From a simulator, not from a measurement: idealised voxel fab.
The document below concerns the process module designated voxel capacitor over wiring.
The cross-section on display is named cut; it measures 160 nm wide, and its cells are 5 nm squares.
Cross-section layout: square cells on a grid; listed as bands, top to bottom; a band spans one or more cell rows. What a band's entry tells you: where the top is and where the bottom is, as heights in nm, and after that what lies inside, material by material from left to right, each with its width in nm. Empty space is written as the word "air", and a single material marked with the word "all across" occupies the band from edge to edge. All heights in this document are referenced to 0, defined as the level beneath which the wafer, as received, consists entirely of one material. The lowest band is not bounded below; it extends indefinitely downward and is written in the form "0 nm and below". Width spec "30->40" -> top row of cells at first value, bottom row at second value, equal per-row change in between. Where a step carries "identical to before", the cross-section came out of it unchanged, cell for cell. Entry "Enclosed void entries". Content: empty spaces with no open connection to the top, size 8 cells or greater. Each: width x height at distance. Distance: from left edge. Unit: nm. Text after the settings on a step's line: the simulator's own remark on that step. For masked steps, "overlay nm" on the step line gives how far right of plan the mask actually lay; a minus sign means it lay to the left. Below you will find pairs of cross-sections. In each, one shows the wafer before one process step and the other after it, with the after view ending at the lowest band that changed. Under each pair is the step separating them, along with its settings. Do not assume the pairs form a chain: they can come from different runs of this module on the same starting wafer, and a pair continues from the pair above it only when its "Prior to processing" entry says so.

# Prior to processing
85 nm to 80 nm  air (40); SiN (55); air (65)
80 nm to 70 nm  air (35); TiN (65); air (60)
70 nm to 60 nm  TiN all across
60 nm to 50 nm  lowk (40); Ru (15); lowk (105)
50 nm to 45 nm  SiCN (40); Ru (15); SiCN (105)
45 nm to 20 nm  SiO2 (35); W (20); SiO2 (50); W (20); SiO2 (35)
20 nm to 15 nm  SiO2 (35); TiN (20); SiO2 (50); TiN (20); SiO2 (35)
15 nm to 0 nm  SiO2 all across
0 nm and below  Si all across
Enclosed void entries: none

# Structure After Step
100 nm to 85 nm  SiO2 all across
85 nm to 80 nm  SiO2 (40); SiN (55); SiO2 (65)
80 nm to 70 nm  SiO2 (35); TiN (65); SiO2 (60)
Whatever lies below 70 is exactly as it was before.
Enclosed void entries: none
Process step bridging the above cross-sections: FILL_DEP with material SiO2, thk nm 15

Prior to processing: carried over from the after image of the pair right above.

# Structure After Step
95 nm to 85 nm  SiO2 all across
Whatever lies below 85 is exactly as it was before.
Enclosed void entries: none
Process step bridging the above cross-sections: CMP with height nm 95

Prior to processing: carried over from the after image of the pair right above.

# Structure After Step
110 nm to 95 nm  resist (50); air (15); resist (95)
Whatever lies below 95 is exactly as it was before.
Enclosed void entries: none
Process step bridging the above cross-sections: PATTERN with tone open, mask id PLUG_2, material resist, width nm 15, thk nm 15, overlay nm 0

Prior to processing: carried over from the after image of the pair right above.

# Structure After Step
110 nm to 95 nm  resist (50); air (15); resist (95)
95 nm to 85 nm  SiO2 (50); air (15); SiO2 (95)
Whatever lies below 85 is exactly as it was before.
Enclosed void entries: none
Process step bridging the above cross-sections: DIRECTIONAL_ETCH with etch materials SiO2, depth nm 10

Prior to processing: carried over from the after image of the pair right above.

# Structure After Step
95 nm to 85 nm  SiO2 (50); air (15); SiO2 (95)
Whatever lies below 85 is exactly as it was before.
Enclosed void entries: none
Process step bridging the above cross-sections: STRIP with etch materials resist

Prior to processing: carried over from the after image of the pair right above.

# Structure After Step
100 nm to 95 nm  TiN (55); air (5); TiN (100)
95 nm to 90 nm  SiO2 (50); TiN (5); air (5); TiN (5); SiO2 (95)
90 nm to 85 nm  SiO2 (50); TiN (15); SiO2 (95)
Whatever lies below 85 is exactly as it was before.
Enclosed void entries: none
Process step bridging the above cross-sections: CONFORMAL_DEP with material TiN, thk nm 5

Prior to processing: carried over from the after image of the pair right above.

# Structure After Step
110 nm to 100 nm  W all across
100 nm to 95 nm  TiN (55); W (5); TiN (100)
95 nm to 90 nm  SiO2 (50); TiN (5); W (5); TiN (5); SiO2 (95)
Whatever lies below 90 is exactly as it was before.
Enclosed void entries: none
Process step bridging the above cross-sections: FILL_DEP with material W, thk nm 10

Prior to processing: carried over from the after image of the pair right above.

# Structure After Step
95 nm to 90 nm  SiO2 (50); TiN (5); W (5); TiN (5); SiO2 (95)
Whatever lies below 90 is exactly as it was before.
Enclosed void entries: none
Process step bridging the above cross-sections: CMP with height nm 95

Prior to processing: carried over from the after image of the pair right above.

# Structure After Step
100 nm to 95 nm  SiCN all across
Whatever lies below 95 is exactly as it was before.
Enclosed void entries: none
Process step bridging the above cross-sections: CONFORMAL_DEP with material SiCN, thk nm 5

# Prior to processing
95 nm to 90 nm  SiO2 (50); TiN (5); W (5); TiN (5); SiO2 (95)
90 nm to 85 nm  SiO2 (50); TiN (15); SiO2 (95)
85 nm to 75 nm  SiO2 (40); TiN (55); SiO2 (65)
75 nm to 70 nm  SiO2 (40); SiN (55); SiO2 (65)
70 nm to 60 nm  SiO2 (35); TiN (65); SiO2 (60)
60 nm to 50 nm  lowk (40); Ru (15); lowk (105)
50 nm to 45 nm  SiCN (40); Ru (15); SiCN (105)
45 nm to 20 nm  SiO2 (35); W (20); SiO2 (50); W (20); SiO2 (35)
20 nm to 15 nm  SiO2 (35); TiN (20); SiO2 (50); TiN (20); SiO2 (35)
15 nm to 0 nm  SiO2 all across
0 nm and below  Si all across
Enclosed void entries: none

# Structure After Step
110 nm to 95 nm  SiCN all across
Whatever lies below 95 is exactly as it was before.
Enclosed void entries: none
Process step bridging the above cross-sections: CONFORMAL_DEP with material SiCN, thk nm 15

# Prior to processing
55 nm to 45 nm  aC all across
45 nm to 20 nm  W all across
20 nm to 15 nm  TiN all across
15 nm to 0 nm  SiO2 all across
0 nm and below  Si all across
Enclosed void entries: none

# Structure After Step
80 nm to 55 nm  air (30); resist (30); air (40); resist (30); air (30)
Whatever lies below 55 is exactly as it was before.
Enclosed void entries: none
Process step bridging the above cross-sections: PATTERN with tone cover, mask id METAL_1, material resist, width nm 30, pitch nm 70, thk nm 25, overlay nm 0

Prior to processing: carried over from the after image of the pair right above.

# Structure After Step
70 nm to 55 nm  air (30); resist (30); air (40); resist (30); air (30)
55 nm to 45 nm  air (30); aC (30); air (40); aC (30); air (30)
Whatever lies below 45 is exactly as it was before.
Enclosed void entries: none
Process step bridging the above cross-sections: DIRECTIONAL_ETCH with etch materials aC, depth nm 10

Prior to processing: carried over from the after image of the pair right above.

# Structure After Step
55 nm to 45 nm  air (30); aC (30); air (40); aC (30); air (30)
Whatever lies below 45 is exactly as it was before.
Enclosed void entries: none
Process step bridging the above cross-sections: STRIP with etch materials resist

Prior to processing: carried over from the after image of the pair right above.

# Structure After Step
55 nm to 45 nm  air (30); aC (30); air (40); aC (30); air (30)
45 nm to 20 nm  air (30); W (30); air (40); W (30); air (30)
Whatever lies below 20 is exactly as it was before.
Enclosed void entries: none
Process step bridging the above cross-sections: DIRECTIONAL_ETCH with etch materials W, depth nm 25

Prior to processing: carried over from the after image of the pair right above.

# Structure After Step
55 nm to 45 nm  air (30); aC (30); air (40); aC (30); air (30)
45 nm to 20 nm  air (30); W (30); air (40); W (30); air (30)
20 nm to 15 nm  air (30); TiN (30); air (40); TiN (30); air (30)
Whatever lies below 15 is exactly as it was before.
Enclosed void entries: none
Process step bridging the above cross-sections: DIRECTIONAL_ETCH with etch materials TiN, depth nm 5

Prior to processing: carried over from the after image of the pair right above.

# Structure After Step
45 nm to 20 nm  air (30); W (30); air (40); W (30); air (30)
Whatever lies below 20 is exactly as it was before.
Enclosed void entries: none
Process step bridging the above cross-sections: STRIP with etch materials aC

Prior to processing: carried over from the after image of the pair right above.

# Structure After Step
50 nm to 45 nm  SiO2 all across
45 nm to 20 nm  SiO2 (30); W (30); SiO2 (40); W (30); SiO2 (30)
20 nm to 15 nm  SiO2 (30); TiN (30); SiO2 (40); TiN (30); SiO2 (30)
Whatever lies below 15 is exactly as it was before.
Enclosed void entries: none
Process step bridging the above cross-sections: FILL_DEP with material SiO2, thk nm 5

Prior to processing: carried over from the after image of the pair right above.

# Structure After Step
45 nm to 20 nm  SiO2 (30); W (30); SiO2 (40); W (30); SiO2 (30)
Whatever lies below 20 is exactly as it was before.
Enclosed void entries: none
Process step bridging the above cross-sections: CMP with height nm 45

Prior to processing: carried over from the after image of the pair right above.

# Structure After Step
50 nm to 45 nm  SiCN all across
Whatever lies below 45 is exactly as it was before.
Enclosed void entries: none
Process step bridging the above cross-sections: CONFORMAL_DEP with material SiCN, thk nm 5

Prior to processing: carried over from the after image of the pair right above.

# Structure After Step
60 nm to 50 nm  lowk all across
Whatever lies below 50 is exactly as it was before.
Enclosed void entries: none
Process step bridging the above cross-sections: DIRECTIONAL_DEP with material lowk, thk nm 10

Prior to processing: carried over from the after image of the pair right above.

# Structure After Step
60 nm to 50 nm  lowk (40); air (15); lowk (105)
Whatever lies below 50 is exactly as it was before.
Enclosed void entries: none
Process step bridging the above cross-sections: MASKED_ETCH with tone open, mask id PLUG_1, width nm 15, etch materials lowk, depth nm 10, overlay nm 0

Prior to processing: carried over from the after image of the pair right above.

# Structure After Step
60 nm to 50 nm  lowk (40); air (15); lowk (105)
50 nm to 45 nm  SiCN (40); air (15); SiCN (105)
Whatever lies below 45 is exactly as it was before.
Enclosed void entries: none
Process step bridging the above cross-sections: MASKED_ETCH with tone open, mask id PLUG_1, width nm 15, etch materials SiCN, depth nm 5, overlay nm 0

Prior to processing: carried over from the after image of the pair right above.

# Structure After Step
60 nm to 55 nm  lowk (40); air (15); lowk (105)
55 nm to 50 nm  lowk (40); Ru (15); lowk (105)
50 nm to 45 nm  SiCN (40); Ru (15); SiCN (105)
Whatever lies below 45 is exactly as it was before.
Enclosed void entries: none
Process step bridging the above cross-sections: EPI with material Ru, thk nm 10

Prior to processing: carried over from the after image of the pair right above.

# Structure After Step
60 nm to 50 nm  lowk (40); Ru (15); lowk (105)
Whatever lies below 50 is exactly as it was before.
Enclosed void entries: none
Process step bridging the above cross-sections: EPI with material Ru, thk nm 5

Prior to processing: carried over from the after image of the pair right above.

# Structure After Step
70 nm to 60 nm  TiN all across
Whatever lies below 60 is exactly as it was before.
Enclosed void entries: none
Process step bridging the above cross-sections: DIRECTIONAL_DEP with material TiN, thk nm 10

Prior to processing: carried over from the after image of the pair right above.

# Structure After Step
75 nm to 70 nm  SiN all across
Whatever lies below 70 is exactly as it was before.
Enclosed void entries: none
Process step bridging the above cross-sections: DIRECTIONAL_DEP with material SiN, thk nm 5

Prior to processing: carried over from the after image of the pair right above.

# Structure After Step
85 nm to 75 nm  TiN all across
Whatever lies below 75 is exactly as it was before.
Enclosed void entries: none
Process step bridging the above cross-sections: DIRECTIONAL_DEP with material TiN, thk nm 10

Prior to processing: carried over from the after image of the pair right above.

# Structure After Step
95 nm to 85 nm  aC all across
Whatever lies below 85 is exactly as it was before.
Enclosed void entries: none
Process step bridging the above cross-sections: DIRECTIONAL_DEP with material aC, thk nm 10

Prior to processing: carried over from the after image of the pair right above.

# Structure After Step
125 nm to 95 nm  air (40); resist (55); air (65)
Whatever lies below 95 is exactly as it was before.
Enclosed void entries: none
Process step bridging the above cross-sections: PATTERN with tone cover, mask id UPPER_PLATE, material resist, width nm 55, thk nm 30, overlay nm 0

Prior to processing: carried over from the after image of the pair right above.

# Structure After Step
115 nm to 95 nm  air (40); resist (55); air (65)
95 nm to 85 nm  air (40); aC (55); air (65)
Whatever lies below 85 is exactly as it was before.
Enclosed void entries: none
Process step bridging the above cross-sections: DIRECTIONAL_ETCH with etch materials aC, depth nm 10

Prior to processing: carried over from the after image of the pair right above.

# Structure After Step
95 nm to 85 nm  air (40); aC (55); air (65)
Whatever lies below 85 is exactly as it was before.
Enclosed void entries: none
Process step bridging the above cross-sections: STRIP with etch materials resist

Prior to processing: carried over from the after image of the pair right above.

# Structure After Step
95 nm to 85 nm  air (40); aC (55); air (65)
85 nm to 75 nm  air (40); TiN (55); air (65)
Whatever lies below 75 is exactly as it was before.
Enclosed void entries: none
Process step bridging the above cross-sections: DIRECTIONAL_ETCH with etch materials TiN, depth nm 10

Prior to processing: carried over from the after image of the pair right above.

# Structure After Step
95 nm to 85 nm  air (40); aC (55); air (65)
85 nm to 75 nm  air (40); TiN (55); air (65)
75 nm to 70 nm  air (40); SiN (55); air (65)
Whatever lies below 70 is exactly as it was before.
Enclosed void entries: none
Process step bridging the above cross-sections: DIRECTIONAL_ETCH with etch materials SiN, depth nm 5

Prior to processing: carried over from the after image of the pair right above.

# Structure After Step
85 nm to 75 nm  air (40); TiN (55); air (65)
Whatever lies below 75 is exactly as it was before.
Enclosed void entries: none
Process step bridging the above cross-sections: STRIP with etch materials aC

Prior to processing: carried over from the after image of the pair right above.

# Structure After Step
105 nm to 85 nm  air (35); resist (65); air (60)
85 nm to 75 nm  air (35); resist (5); TiN (55); resist (5); air (60)
75 nm to 70 nm  air (35); resist (5); SiN (55); resist (5); air (60)
Whatever lies below 70 is exactly as it was before.
Enclosed void entries: none
Process step bridging the above cross-sections: PATTERN with tone cover, mask id LOWER_PLATE, material resist, width nm 65, thk nm 20, overlay nm 0

Prior to processing: carried over from the after image of the pair right above.

# Structure After Step
105 nm to 85 nm  air (35); resist (65); air (60)
85 nm to 75 nm  air (35); resist (5); TiN (55); resist (5); air (60)
75 nm to 70 nm  air (35); resist (5); SiN (55); resist (5); air (60)
70 nm to 60 nm  air (35); TiN (65); air (60)
Whatever lies below 60 is exactly as it was before.
Enclosed void entries: none
Process step bridging the above cross-sections: DIRECTIONAL_ETCH with etch materials TiN, depth nm 10

Prior to processing: carried over from the after image of the pair right above.

# Structure After Step
85 nm to 75 nm  air (40); TiN (55); air (65)
75 nm to 70 nm  air (40); SiN (55); air (65)
Whatever lies below 70 is exactly as it was before.
Enclosed void entries: none
Process step bridging the above cross-sections: STRIP with etch materials resist

Prior to processing: carried over from the after image of the pair right above.

# Structure After Step
100 nm to 85 nm  SiO2 all across
85 nm to 75 nm  SiO2 (40); TiN (55); SiO2 (65)
75 nm to 70 nm  SiO2 (40); SiN (55); SiO2 (65)
70 nm to 60 nm  SiO2 (35); TiN (65); SiO2 (60)
Whatever lies below 60 is exactly as it was before.
Enclosed void entries: none
Process step bridging the above cross-sections: FILL_DEP with material SiO2, thk nm 15

Prior to processing: carried over from the after image of the pair right above.

# Structure After Step
95 nm to 85 nm  SiO2 all across
Whatever lies below 85 is exactly as it was before.
Enclosed void entries: none
Process step bridging the above cross-sections: CMP with height nm 95

Prior to processing: carried over from the after image of the pair right above.

# Structure After Step
110 nm to 95 nm  resist (50); air (15); resist (95)
Whatever lies below 95 is exactly as it was before.
Enclosed void entries: none
Process step bridging the above cross-sections: PATTERN with tone open, mask id PLUG_2, material resist, width nm 15, thk nm 15, overlay nm 0

Prior to processing: carried over from the after image of the pair right above.

# Structure After Step
110 nm to 95 nm  resist (50); air (15); resist (95)
95 nm to 85 nm  SiO2 (50); air (15); SiO2 (95)
Whatever lies below 85 is exactly as it was before.
Enclosed void entries: none
Process step bridging the above cross-sections: DIRECTIONAL_ETCH with etch materials SiO2, depth nm 10

Prior to processing: carried over from the after image of the pair right above.

# Structure After Step
95 nm to 85 nm  SiO2 (50); air (15); SiO2 (95)
Whatever lies below 85 is exactly as it was before.
Enclosed void entries: none
Process step bridging the above cross-sections: STRIP with etch materials resist

Prior to processing: carried over from the after image of the pair right above.

# Structure After Step
100 nm to 95 nm  TiN (55); air (5); TiN (100)
95 nm to 90 nm  SiO2 (50); TiN (5); air (5); TiN (5); SiO2 (95)
90 nm to 85 nm  SiO2 (50); TiN (15); SiO2 (95)
Whatever lies below 85 is exactly as it was before.
Enclosed void entries: none
Process step bridging the above cross-sections: CONFORMAL_DEP with material TiN, thk nm 5

Prior to processing: carried over from the after image of the pair right above.

# Structure After Step
110 nm to 100 nm  W all across
100 nm to 95 nm  TiN (55); W (5); TiN (100)
95 nm to 90 nm  SiO2 (50); TiN (5); W (5); TiN (5); SiO2 (95)
Whatever lies below 90 is exactly as it was before.
Enclosed void entries: none
Process step bridging the above cross-sections: FILL_DEP with material W, thk nm 10

Prior to processing: carried over from the after image of the pair right above.

# Structure After Step
95 nm to 90 nm  SiO2 (50); TiN (5); W (5); TiN (5); SiO2 (95)
Whatever lies below 90 is exactly as it was before.
Enclosed void entries: none
Process step bridging the above cross-sections: CMP with height nm 95

Prior to processing: carried over from the after image of the pair right above.

# Structure After Step
100 nm to 95 nm  SiCN all across
Whatever lies below 95 is exactly as it was before.
Enclosed void entries: none
Process step bridging the above cross-sections: CONFORMAL_DEP with material SiCN, thk nm 5

# Prior to processing
60 nm to 50 nm  lowk all across
50 nm to 45 nm  SiCN all across
45 nm to 20 nm  SiO2 (35); W (20); SiO2 (50); W (20); SiO2 (35)
20 nm to 15 nm  SiO2 (35); TiN (20); SiO2 (50); TiN (20); SiO2 (35)
15 nm to 0 nm  SiO2 all across
0 nm and below  Si all across
Enclosed void entries: none

# Structure After Step
60 nm to 50 nm  lowk (50); air (15); lowk (95)
Whatever lies below 50 is exactly as it was before.
Enclosed void entries: none
Process step bridging the above cross-sections: MASKED_ETCH with tone open, mask id PLUG_1, width nm 15, etch materials lowk, depth nm 10, overlay nm 10

Prior to processing: carried over from the after image of the pair right above.

# Structure After Step
60 nm to 50 nm  lowk (50); air (15); lowk (95)
50 nm to 45 nm  SiCN (50); air (5); SiCN (105)
Whatever lies below 45 is exactly as it was before.
Enclosed void entries: none
Process step bridging the above cross-sections: MASKED_ETCH with tone open, mask id PLUG_1, width nm 15, etch materials SiCN, depth nm 5, overlay nm 0

Prior to processing: carried over from the after image of the pair right above.

# Structure After Step
60 nm to 55 nm  lowk (50); air (15); lowk (95)
55 nm to 50 nm  lowk (50); Ru (10); air (5); lowk (95)
50 nm to 45 nm  SiCN (50); Ru (5); SiCN (105)
Whatever lies below 45 is exactly as it was before.
Enclosed void entries: none
Process step bridging the above cross-sections: EPI with material Ru, thk nm 10

Prior to processing: carried over from the after image of the pair right above.

# Structure After Step
60 nm to 50 nm  lowk (50); Ru (15); lowk (95)
Whatever lies below 50 is exactly as it was before.
Enclosed void entries: none
Process step bridging the above cross-sections: EPI with material Ru, thk nm 5

Prior to processing: carried over from the after image of the pair right above.

# Structure After Step
70 nm to 60 nm  TiN all across
Whatever lies below 60 is exactly as it was before.
Enclosed void entries: none
Process step bridging the above cross-sections: DIRECTIONAL_DEP with material TiN, thk nm 10

Prior to processing: carried over from the after image of the pair right above.

# Structure After Step
75 nm to 70 nm  SiN all across
Whatever lies below 70 is exactly as it was before.
Enclosed void entries: none
Process step bridging the above cross-sections: DIRECTIONAL_DEP with material SiN, thk nm 5

Prior to processing: carried over from the after image of the pair right above.

# Structure After Step
85 nm to 75 nm  TiN all across
Whatever lies below 75 is exactly as it was before.
Enclosed void entries: none
Process step bridging the above cross-sections: DIRECTIONAL_DEP with material TiN, thk nm 10

Prior to processing: carried over from the after image of the pair right above.

# Structure After Step
95 nm to 85 nm  aC all across
Whatever lies below 85 is exactly as it was before.
Enclosed void entries: none
Process step bridging the above cross-sections: DIRECTIONAL_DEP with material aC, thk nm 10

Prior to processing: carried over from the after image of the pair right above.

# Structure After Step
125 nm to 95 nm  air (40); resist (55); air (65)
Whatever lies below 95 is exactly as it was before.
Enclosed void entries: none
Process step bridging the above cross-sections: PATTERN with tone cover, mask id UPPER_PLATE, material resist, width nm 55, thk nm 30, overlay nm 0

Prior to processing: carried over from the after image of the pair right above.

# Structure After Step
115 nm to 95 nm  air (40); resist (55); air (65)
95 nm to 85 nm  air (40); aC (55); air (65)
Whatever lies below 85 is exactly as it was before.
Enclosed void entries: none
Process step bridging the above cross-sections: DIRECTIONAL_ETCH with etch materials aC, depth nm 10

Prior to processing: carried over from the after image of the pair right above.

# Structure After Step
95 nm to 85 nm  air (40); aC (55); air (65)
Whatever lies below 85 is exactly as it was before.
Enclosed void entries: none
Process step bridging the above cross-sections: STRIP with etch materials resist

Prior to processing: carried over from the after image of the pair right above.

# Structure After Step
95 nm to 85 nm  air (40); aC (55); air (65)
85 nm to 75 nm  air (40); TiN (55); air (65)
Whatever lies below 75 is exactly as it was before.
Enclosed void entries: none
Process step bridging the above cross-sections: DIRECTIONAL_ETCH with etch materials TiN, depth nm 10

Prior to processing: carried over from the after image of the pair right above.

# Structure After Step
95 nm to 85 nm  air (40); aC (55); air (65)
85 nm to 75 nm  air (40); TiN (55); air (65)
75 nm to 70 nm  air (40); SiN (55); air (65)
Whatever lies below 70 is exactly as it was before.
Enclosed void entries: none
Process step bridging the above cross-sections: DIRECTIONAL_ETCH with etch materials SiN, depth nm 5

Prior to processing: carried over from the after image of the pair right above.

# Structure After Step
85 nm to 75 nm  air (40); TiN (55); air (65)
Whatever lies below 75 is exactly as it was before.
Enclosed void entries: none
Process step bridging the above cross-sections: STRIP with etch materials aC

Prior to processing: carried over from the after image of the pair right above.

# Structure After Step
105 nm to 85 nm  air (35); resist (65); air (60)
85 nm to 75 nm  air (35); resist (5); TiN (55); resist (5); air (60)
75 nm to 70 nm  air (35); resist (5); SiN (55); resist (5); air (60)
Whatever lies below 70 is exactly as it was before.
Enclosed void entries: none
Process step bridging the above cross-sections: PATTERN with tone cover, mask id LOWER_PLATE, material resist, width nm 65, thk nm 20, overlay nm 0

Prior to processing: carried over from the after image of the pair right above.

# Structure After Step
105 nm to 85 nm  air (35); resist (65); air (60)
85 nm to 75 nm  air (35); resist (5); TiN (55); resist (5); air (60)
75 nm to 70 nm  air (35); resist (5); SiN (55); resist (5); air (60)
70 nm to 60 nm  air (35); TiN (65); air (60)
Whatever lies below 60 is exactly as it was before.
Enclosed void entries: none
Process step bridging the above cross-sections: DIRECTIONAL_ETCH with etch materials TiN, depth nm 10

Prior to processing: carried over from the after image of the pair right above.

# Structure After Step
85 nm to 75 nm  air (40); TiN (55); air (65)
75 nm to 70 nm  air (40); SiN (55); air (65)
Whatever lies below 70 is exactly as it was before.
Enclosed void entries: none
Process step bridging the above cross-sections: STRIP with etch materials resist

Prior to processing: carried over from the after image of the pair right above.

# Structure After Step
100 nm to 85 nm  SiO2 all across
85 nm to 75 nm  SiO2 (40); TiN (55); SiO2 (65)
75 nm to 70 nm  SiO2 (40); SiN (55); SiO2 (65)
70 nm to 60 nm  SiO2 (35); TiN (65); SiO2 (60)
Whatever lies below 60 is exactly as it was before.
Enclosed void entries: none
Process step bridging the above cross-sections: FILL_DEP with material SiO2, thk nm 15

Prior to processing: carried over from the after image of the pair right above.

# Structure After Step
95 nm to 85 nm  SiO2 all across
Whatever lies below 85 is exactly as it was before.
Enclosed void entries: none
Process step bridging the above cross-sections: CMP with height nm 95

Prior to processing: carried over from the after image of the pair right above.

# Structure After Step
110 nm to 95 nm  resist (50); air (15); resist (95)
Whatever lies below 95 is exactly as it was before.
Enclosed void entries: none
Process step bridging the above cross-sections: PATTERN with tone open, mask id PLUG_2, material resist, width nm 15, thk nm 15, overlay nm 0

Prior to processing: carried over from the after image of the pair right above.

# Structure After Step
110 nm to 95 nm  resist (50); air (15); resist (95)
95 nm to 85 nm  SiO2 (50); air (15); SiO2 (95)
Whatever lies below 85 is exactly as it was before.
Enclosed void entries: none
Process step bridging the above cross-sections: DIRECTIONAL_ETCH with etch materials SiO2, depth nm 10

Prior to processing: carried over from the after image of the pair right above.

# Structure After Step
95 nm to 85 nm  SiO2 (50); air (15); SiO2 (95)
Whatever lies below 85 is exactly as it was before.
Enclosed void entries: none
Process step bridging the above cross-sections: STRIP with etch materials resist

Prior to processing: carried over from the after image of the pair right above.

# Structure After Step
100 nm to 95 nm  TiN (55); air (5); TiN (100)
95 nm to 90 nm  SiO2 (50); TiN (5); air (5); TiN (5); SiO2 (95)
90 nm to 85 nm  SiO2 (50); TiN (15); SiO2 (95)
Whatever lies below 85 is exactly as it was before.
Enclosed void entries: none
Process step bridging the above cross-sections: CONFORMAL_DEP with material TiN, thk nm 5

Prior to processing: carried over from the after image of the pair right above.

# Structure After Step
110 nm to 100 nm  W all across
100 nm to 95 nm  TiN (55); W (5); TiN (100)
95 nm to 90 nm  SiO2 (50); TiN (5); W (5); TiN (5); SiO2 (95)
Whatever lies below 90 is exactly as it was before.
Enclosed void entries: none
Process step bridging the above cross-sections: FILL_DEP with material W, thk nm 10

Prior to processing: carried over from the after image of the pair right above.

# Structure After Step
95 nm to 90 nm  SiO2 (50); TiN (5); W (5); TiN (5); SiO2 (95)
Whatever lies below 90 is exactly as it was before.
Enclosed void entries: none
Process step bridging the above cross-sections: CMP with height nm 95

Prior to processing: carried over from the after image of the pair right above.

# Structure After Step
100 nm to 95 nm  SiCN all across
Whatever lies below 95 is exactly as it was before.
Enclosed void entries: none
Process step bridging the above cross-sections: CONFORMAL_DEP with material SiCN, thk nm 5

# Prior to processing
0 nm and below  Si all across
Enclosed void entries: none

# Structure After Step
15 nm to 0 nm  SiN all across
Whatever lies below 0 is exactly as it was before.
Enclosed void entries: none
Process step bridging the above cross-sections: CONFORMAL_DEP with material SiN, thk nm 15

Prior to processing: carried over from the after image of the pair right above.

# Structure After Step
20 nm to 15 nm  TiN all across
Whatever lies below 15 is exactly as it was before.
Enclosed void entries: none
Process step bridging the above cross-sections: DIRECTIONAL_DEP with material TiN, thk nm 5

Prior to processing: carried over from the after image of the pair right above.

# Structure After Step
45 nm to 20 nm  W all across
Whatever lies below 20 is exactly as it was before.
Enclosed void entries: none
Process step bridging the above cross-sections: DIRECTIONAL_DEP with material W, thk nm 25

Prior to processing: carried over from the after image of the pair right above.

# Structure After Step
55 nm to 45 nm  aC all across
Whatever lies below 45 is exactly as it was before.
Enclosed void entries: none
Process step bridging the above cross-sections: DIRECTIONAL_DEP with material aC, thk nm 10

Prior to processing: carried over from the after image of the pair right above.

# Structure After Step
80 nm to 55 nm  air (35); resist (20); air (50); resist (20); air (35)
Whatever lies below 55 is exactly as it was before.
Enclosed void entries: none
Process step bridging the above cross-sections: PATTERN with tone cover, mask id METAL_1, material resist, width nm 20, pitch nm 70, thk nm 25, overlay nm 0

Prior to processing: carried over from the after image of the pair right above.

# Structure After Step
70 nm to 55 nm  air (35); resist (20); air (50); resist (20); air (35)
55 nm to 45 nm  air (35); aC (20); air (50); aC (20); air (35)
Whatever lies below 45 is exactly as it was before.
Enclosed void entries: none
Process step bridging the above cross-sections: DIRECTIONAL_ETCH with etch materials aC, depth nm 10

Prior to processing: carried over from the after image of the pair right above.

# Structure After Step
55 nm to 45 nm  air (35); aC (20); air (50); aC (20); air (35)
Whatever lies below 45 is exactly as it was before.
Enclosed void entries: none
Process step bridging the above cross-sections: STRIP with etch materials resist

Prior to processing: carried over from the after image of the pair right above.

# Structure After Step
55 nm to 45 nm  air (35); aC (20); air (50); aC (20); air (35)
45 nm to 20 nm  air (35); W (20); air (50); W (20); air (35)
Whatever lies below 20 is exactly as it was before.
Enclosed void entries: none
Process step bridging the above cross-sections: DIRECTIONAL_ETCH with etch materials W, depth nm 25

Prior to processing: carried over from the after image of the pair right above.

# Structure After Step
55 nm to 45 nm  air (35); aC (20); air (50); aC (20); air (35)
45 nm to 20 nm  air (35); W (20); air (50); W (20); air (35)
20 nm to 15 nm  air (35); TiN (20); air (50); TiN (20); air (35)
Whatever lies below 15 is exactly as it was before.
Enclosed void entries: none
Process step bridging the above cross-sections: DIRECTIONAL_ETCH with etch materials TiN, depth nm 5

Prior to processing: carried over from the after image of the pair right above.

# Structure After Step
45 nm to 20 nm  air (35); W (20); air (50); W (20); air (35)
Whatever lies below 20 is exactly as it was before.
Enclosed void entries: none
Process step bridging the above cross-sections: STRIP with etch materials aC

Prior to processing: carried over from the after image of the pair right above.

# Structure After Step
50 nm to 45 nm  SiO2 all across
45 nm to 20 nm  SiO2 (35); W (20); SiO2 (50); W (20); SiO2 (35)
20 nm to 15 nm  SiO2 (35); TiN (20); SiO2 (50); TiN (20); SiO2 (35)
Whatever lies below 15 is exactly as it was before.
Enclosed void entries: none
Process step bridging the above cross-sections: FILL_DEP with material SiO2, thk nm 5

Prior to processing: carried over from the after image of the pair right above.

# Structure After Step
45 nm to 20 nm  SiO2 (35); W (20); SiO2 (50); W (20); SiO2 (35)
Whatever lies below 20 is exactly as it was before.
Enclosed void entries: none
Process step bridging the above cross-sections: CMP with height nm 45

Prior to processing: carried over from the after image of the pair right above.

# Structure After Step
50 nm to 45 nm  SiCN all across
Whatever lies below 45 is exactly as it was before.
Enclosed void entries: none
Process step bridging the above cross-sections: CONFORMAL_DEP with material SiCN, thk nm 5

Prior to processing: carried over from the after image of the pair right above.

# Structure After Step
60 nm to 50 nm  lowk all across
Whatever lies below 50 is exactly as it was before.
Enclosed void entries: none
Process step bridging the above cross-sections: DIRECTIONAL_DEP with material lowk, thk nm 10

Prior to processing: carried over from the after image of the pair right above.

# Structure After Step
60 nm to 50 nm  lowk (40); air (15); lowk (105)
Whatever lies below 50 is exactly as it was before.
Enclosed void entries: none
Process step bridging the above cross-sections: MASKED_ETCH with tone open, mask id PLUG_1, width nm 15, etch materials lowk, depth nm 10, overlay nm 0

Prior to processing: carried over from the after image of the pair right above.

# Structure After Step
60 nm to 50 nm  lowk (40); air (15); lowk (105)
50 nm to 45 nm  SiCN (40); air (15); SiCN (105)
Whatever lies below 45 is exactly as it was before.
Enclosed void entries: none
Process step bridging the above cross-sections: MASKED_ETCH with tone open, mask id PLUG_1, width nm 15, etch materials SiCN, depth nm 5, overlay nm 0

Prior to processing: carried over from the after image of the pair right above.

# Structure After Step
60 nm to 55 nm  lowk (40); air (15); lowk (105)
55 nm to 50 nm  lowk (40); Ru (15); lowk (105)
50 nm to 45 nm  SiCN (40); Ru (15); SiCN (105)
Whatever lies below 45 is exactly as it was before.
Enclosed void entries: none
Process step bridging the above cross-sections: EPI with material Ru, thk nm 10

Prior to processing: carried over from the after image of the pair right above.

# Structure After Step
60 nm to 50 nm  lowk (40); Ru (15); lowk (105)
Whatever lies below 50 is exactly as it was before.
Enclosed void entries: none
Process step bridging the above cross-sections: EPI with material Ru, thk nm 5

Prior to processing: carried over from the after image of the pair right above.

# Structure After Step
70 nm to 60 nm  TiN all across
Whatever lies below 60 is exactly as it was before.
Enclosed void entries: none
Process step bridging the above cross-sections: DIRECTIONAL_DEP with material TiN, thk nm 10
